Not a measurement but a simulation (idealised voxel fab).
Process module under the name voxel gate over fins
The cross-section shown here is cut; it is 265 nm wide and divided into square cells measuring 5 nm on a side.
Notation: cross-section as square-cell grid; stated in bands, top first, going down; one or more cell rows per band.
Per band: top height and bottom height in nm, followed by the left-to-right materials and their widths in nm; "full width" marks a single material spanning edge to edge, "blank" marks empty space.
Heads up on the height convention: 0 is the point under which the incoming wafer is all one material, and the lowest band has no bottom, it just keeps going down, like "0 -> down".
So if you see something like "30 to 40" for the width, read it as the top row of the band sitting at the first number and the bottom row at the second, with every row in between moving by the same amount as the last.
"nothing altered" means the step left every cell of the cross-section as it was.
Each empty space that has no open way to the top and spans at least 8 cells appears under "Closed voids list" as width x height at distance, the distance counted from the left edge, all in nm.
That trailing text on a step's line, after the settings, is the simulator's own remark on the step.
"overlay nm" on a masked step: distance the mask lay right of its planned place, negative for left.
# The process steps that were planned are listed below
step 1: RECEIVE | material Si
step 2: CONFORMAL_DEP | material SiN | thk nm 10
step 3: DIRECTIONAL_DEP | material aC | thk nm 10
step 4: PATTERN | tone cover | mask id FINS | material resist | width nm 15 | pitch nm 50 | thk nm 30 | overlay nm 0
step 5: DIRECTIONAL_ETCH | etch materials aC | depth nm 10
step 6: STRIP | etch materials resist
step 7: DIRECTIONAL_ETCH | etch materials SiN | depth nm 10
step 8: DIRECTIONAL_ETCH | etch materials Si | depth nm 30
step 9: STRIP | etch materials aC
step 10: FILL_DEP | material SiO2 | thk nm 10
step 11: CMP | height nm 10
step 12: PATTERN | tone open | mask id RAIL | material resist | width nm 15 | thk nm 20 | overlay nm 0
step 13: DIRECTIONAL_ETCH | etch materials SiO2 | depth nm 35
step 14: STRIP | etch materials resist
step 15: CONFORMAL_DEP | material TiN | thk nm 5
step 16: FILL_DEP | material W | thk nm 10
step 17: CMP | height nm 10
step 18: SELECTIVE_ETCH | etch materials W Ru TiN | depth nm 25
step 19: FILL_DEP | material SiO2 | thk nm 5
step 20: CMP | height nm 10
step 21: SELECTIVE_ETCH | etch materials SiO2 | depth nm 20
step 22: STRIP | etch materials SiN
step 23: CONFORMAL_DEP | material HfO2 | thk nm 5
step 24: CONFORMAL_DEP | material TiN | thk nm 5
step 25: FILL_DEP | material W | thk nm 15
step 26: CMP | height nm 20
step 27: CONFORMAL_DEP | material SiCN | thk nm 5
# Of two wafers, the first: run according to plan
# Cross-section: wafer on arrival = after step 1
  0 -> down: Si full width
  Closed voids list: none
# The following cross-section depicts the wafer upon completion of step 2
  10 -> 0: SiN full width
  For the remainder of the cross-section, below 0, there is no change.
# The following cross-section depicts the wafer upon completion of step 3
  20 -> 10: aC full width
  For the remainder of the cross-section, below 10, there is no change.
# The following cross-section depicts the wafer upon completion of step 4
  50 -> 20: blank (100); resist (15); blank (35); resist (15); blank (100)
  For the remainder of the cross-section, below 20, there is no change.
# The following cross-section depicts the wafer upon completion of step 5
  40 -> 20: blank (100); resist (15); blank (35); resist (15); blank (100)
  20 -> 10: blank (100); aC (15); blank (35); aC (15); blank (100)
  For the remainder of the cross-section, below 10, there is no change.
# The following cross-section depicts the wafer upon completion of step 6
  20 -> 10: blank (100); aC (15); blank (35); aC (15); blank (100)
  For the remainder of the cross-section, below 10, there is no change.
# The following cross-section depicts the wafer upon completion of step 7
  20 -> 10: blank (100); aC (15); blank (35); aC (15); blank (100)
  10 -> 0: blank (100); SiN (15); blank (35); SiN (15); blank (100)
  For the remainder of the cross-section, below 0, there is no change.
# The following cross-section depicts the wafer upon completion of step 8
  20 -> 10: blank (100); aC (15); blank (35); aC (15); blank (100)
  10 -> 0: blank (100); SiN (15); blank (35); SiN (15); blank (100)
  0 -> -30: blank (100); Si (15); blank (35); Si (15); blank (100)
  For the remainder of the cross-section, below -30, there is no change.
# The following cross-section depicts the wafer upon completion of step 9
  10 -> 0: blank (100); SiN (15); blank (35); SiN (15); blank (100)
  For the remainder of the cross-section, below 0, there is no change.
# The following cross-section depicts the wafer upon completion of step 10
  20 -> 10: SiO2 full width
  10 -> 0: SiO2 (100); SiN (15); SiO2 (35); SiN (15); SiO2 (100)
  0 -> -30: SiO2 (100); Si (15); SiO2 (35); Si (15); SiO2 (100)
  For the remainder of the cross-section, below -30, there is no change.
# The following cross-section depicts the wafer upon completion of step 11
  10 -> 0: SiO2 (100); SiN (15); SiO2 (35); SiN (15); SiO2 (100)
  For the remainder of the cross-section, below 0, there is no change.
# The following cross-section depicts the wafer upon completion of step 12
  30 -> 10: resist (125); blank (15); resist (125)
  For the remainder of the cross-section, below 10, there is no change.
# The following cross-section depicts the wafer upon completion of step 13
  30 -> 10: resist (125); blank (15); resist (125)
  10 -> 0: SiO2 (100); SiN (15); SiO2 (10); blank (15); SiO2 (10); SiN (15); SiO2 (100)
  0 -> -25: SiO2 (100); Si (15); SiO2 (10); blank (15); SiO2 (10); Si (15); SiO2 (100)
  For the remainder of the cross-section, below -25, there is no change.
# The following cross-section depicts the wafer upon completion of step 14
  10 -> 0: SiO2 (100); SiN (15); SiO2 (10); blank (15); SiO2 (10); SiN (15); SiO2 (100)
  For the remainder of the cross-section, below 0, there is no change.
# The following cross-section depicts the wafer upon completion of step 15
  15 -> 10: TiN (130); blank (5); TiN (130)
  10 -> 0: SiO2 (100); SiN (15); SiO2 (10); TiN (5); blank (5); TiN (5); SiO2 (10); SiN (15); SiO2 (100)
  0 -> -20: SiO2 (100); Si (15); SiO2 (10); TiN (5); blank (5); TiN (5); SiO2 (10); Si (15); SiO2 (100)
  -20 -> -25: SiO2 (100); Si (15); SiO2 (10); TiN (15); SiO2 (10); Si (15); SiO2 (100)
  For the remainder of the cross-section, below -25, there is no change.
# The following cross-section depicts the wafer upon completion of step 16
  25 -> 15: W full width
  15 -> 10: TiN (130); W (5); TiN (130)
  10 -> 0: SiO2 (100); SiN (15); SiO2 (10); TiN (5); W (5); TiN (5); SiO2 (10); SiN (15); SiO2 (100)
  0 -> -20: SiO2 (100); Si (15); SiO2 (10); TiN (5); W (5); TiN (5); SiO2 (10); Si (15); SiO2 (100)
  For the remainder of the cross-section, below -20, there is no change.
# The following cross-section depicts the wafer upon completion of step 17
  10 -> 0: SiO2 (100); SiN (15); SiO2 (10); TiN (5); W (5); TiN (5); SiO2 (10); SiN (15); SiO2 (100)
  For the remainder of the cross-section, below 0, there is no change.
# The following cross-section depicts the wafer upon completion of step 18
  10 -> 0: SiO2 (100); SiN (15); SiO2 (10); blank (15); SiO2 (10); SiN (15); SiO2 (100)
  0 -> -15: SiO2 (100); Si (15); SiO2 (10); blank (15); SiO2 (10); Si (15); SiO2 (100)
  For the remainder of the cross-section, below -15, there is no change.
# The following cross-section depicts the wafer upon completion of step 19
  15 -> 10: SiO2 full width
  10 -> 0: SiO2 (100); SiN (15); SiO2 (35); SiN (15); SiO2 (100)
  0 -> -15: SiO2 (100); Si (15); SiO2 (35); Si (15); SiO2 (100)
  For the remainder of the cross-section, below -15, there is no change.
# The following cross-section depicts the wafer upon completion of step 20
  10 -> 0: SiO2 (100); SiN (15); SiO2 (35); SiN (15); SiO2 (100)
  For the remainder of the cross-section, below 0, there is no change.
# The following cross-section depicts the wafer upon completion of step 21
  10 -> 0: blank (100); SiN (15); blank (35); SiN (15); blank (100)
  0 -> -10: blank (100); Si (15); blank (35); Si (15); blank (100)
  For the remainder of the cross-section, below -10, there is no change.
# The following cross-section depicts the wafer upon completion of step 22
  0 -> -10: blank (100); Si (15); blank (35); Si (15); blank (100)
  For the remainder of the cross-section, below -10, there is no change.
# The following cross-section depicts the wafer upon completion of step 23
  5 -> 0: blank (95); HfO2 (25); blank (25); HfO2 (25); blank (95)
  0 -> -5: blank (95); HfO2 (5); Si (15); HfO2 (5); blank (25); HfO2 (5); Si (15); HfO2 (5); blank (95)
  -5 -> -10: HfO2 (100); Si (15); HfO2 (35); Si (15); HfO2 (100)
  For the remainder of the cross-section, below -10, there is no change.
# The following cross-section depicts the wafer upon completion of step 24
  10 -> 5: blank (90); TiN (35); blank (15); TiN (35); blank (90)
  5 -> 0: blank (90); TiN (5); HfO2 (25); TiN (5); blank (15); TiN (5); HfO2 (25); TiN (5); blank (90)
  0 -> -5: TiN (95); HfO2 (5); Si (15); HfO2 (5); TiN (25); HfO2 (5); Si (15); HfO2 (5); TiN (95)
  For the remainder of the cross-section, below -5, there is no change.
# The following cross-section depicts the wafer upon completion of step 25
  25 -> 10: W full width
  10 -> 5: W (90); TiN (35); W (15); TiN (35); W (90)
  5 -> 0: W (90); TiN (5); HfO2 (25); TiN (5); W (15); TiN (5); HfO2 (25); TiN (5); W (90)
  For the remainder of the cross-section, below 0, there is no change.
# The following cross-section depicts the wafer upon completion of step 26
  20 -> 10: W full width
  For the remainder of the cross-section, below 10, there is no change.
# The following cross-section depicts the wafer upon completion of step 27
  25 -> 20: SiCN full width
  For the remainder of the cross-section, below 20, there is no change.
# Wafer two of two - same starting point, same process plan, one mistake in execution; matches wafer one up to and including step 20
# Cross-section of the second wafer when, according to plan, step 21 should have finished
  10 -> 0: SiO2 (100); blank (15); SiO2 (35); blank (15); SiO2 (100)
  For the remainder of the cross-section, below 0, there is no change.
# Cross-section of the second wafer when, according to plan, step 22 should have finished
  0 -> -10: blank (100); Si (15); blank (35); Si (15); blank (100)
  -10 -> -15: SiO2 (80); blank (20); Si (15); blank (35); Si (15); blank (20); SiO2 (80)
  -15 -> -20: SiO2 (80); blank (20); Si (15); blank (10); TiN (5); W (5); TiN (5); blank (10); Si (15); blank (20); SiO2 (80)
  For the remainder of the cross-section, below -20, there is no change.
# Cross-section of the second wafer when, according to plan, step 23 should have finished
  5 -> 0: blank (95); HfO2 (25); blank (25); HfO2 (25); blank (95)
  0 -> -5: blank (95); HfO2 (5); Si (15); HfO2 (5); blank (25); HfO2 (5); Si (15); HfO2 (5); blank (95)
  -5 -> -10: HfO2 (85); blank (10); HfO2 (5); Si (15); HfO2 (5); blank (25); HfO2 (5); Si (15); HfO2 (5); blank (10); HfO2 (85)
  -10 -> -15: SiO2 (80); HfO2 (5); blank (10); HfO2 (5); Si (15); HfO2 (35); Si (15); HfO2 (5); blank (10); HfO2 (5); SiO2 (80)
  -15 -> -20: SiO2 (80); HfO2 (20); Si (15); HfO2 (10); TiN (5); W (5); TiN (5); HfO2 (10); Si (15); HfO2 (20); SiO2 (80)
  For the remainder of the cross-section, below -20, there is no change.
# Cross-section of the second wafer when, according to plan, step 24 should have finished
  10 -> 5: blank (90); TiN (35); blank (15); TiN (35); blank (90)
  5 -> 0: blank (90); TiN (5); HfO2 (25); TiN (5); blank (15); TiN (5); HfO2 (25); TiN (5); blank (90)
  0 -> -5: TiN (95); HfO2 (5); Si (15); HfO2 (5); TiN (5); blank (15); TiN (5); HfO2 (5); Si (15); HfO2 (5); TiN (95)
  -5 -> -10: HfO2 (85); TiN (10); HfO2 (5); Si (15); HfO2 (5); TiN (25); HfO2 (5); Si (15); HfO2 (5); TiN (10); HfO2 (85)
  -10 -> -15: SiO2 (80); HfO2 (5); TiN (10); HfO2 (5); Si (15); HfO2 (35); Si (15); HfO2 (5); TiN (10); HfO2 (5); SiO2 (80)
  For the remainder of the cross-section, below -15, there is no change.
# Cross-section of the second wafer when, according to plan, step 25 should have finished
  25 -> 10: W full width
  10 -> 5: W (90); TiN (35); W (15); TiN (35); W (90)
  5 -> 0: W (90); TiN (5); HfO2 (25); TiN (5); W (15); TiN (5); HfO2 (25); TiN (5); W (90)
  0 -> -5: TiN (95); HfO2 (5); Si (15); HfO2 (5); TiN (5); W (15); TiN (5); HfO2 (5); Si (15); HfO2 (5); TiN (95)
  For the remainder of the cross-section, below -5, there is no change.
# Cross-section of the second wafer when, according to plan, step 26 should have finished
  20 -> 10: W full width
  For the remainder of the cross-section, below 10, there is no change.
# Cross-section of the second wafer when, according to plan, step 27 should have finished
  25 -> 20: SiCN full width
  For the remainder of the cross-section, below 20, there is no change.
Want to know what went wrong? step 21 ran in the slot meant for step 22, and vice versa
At the finish, the second wafer shows more or fewer cells for some materials than the first does: 14 more of HfO2 | 27 fewer of SiO2 | 10 more of TiN | 3 more of W
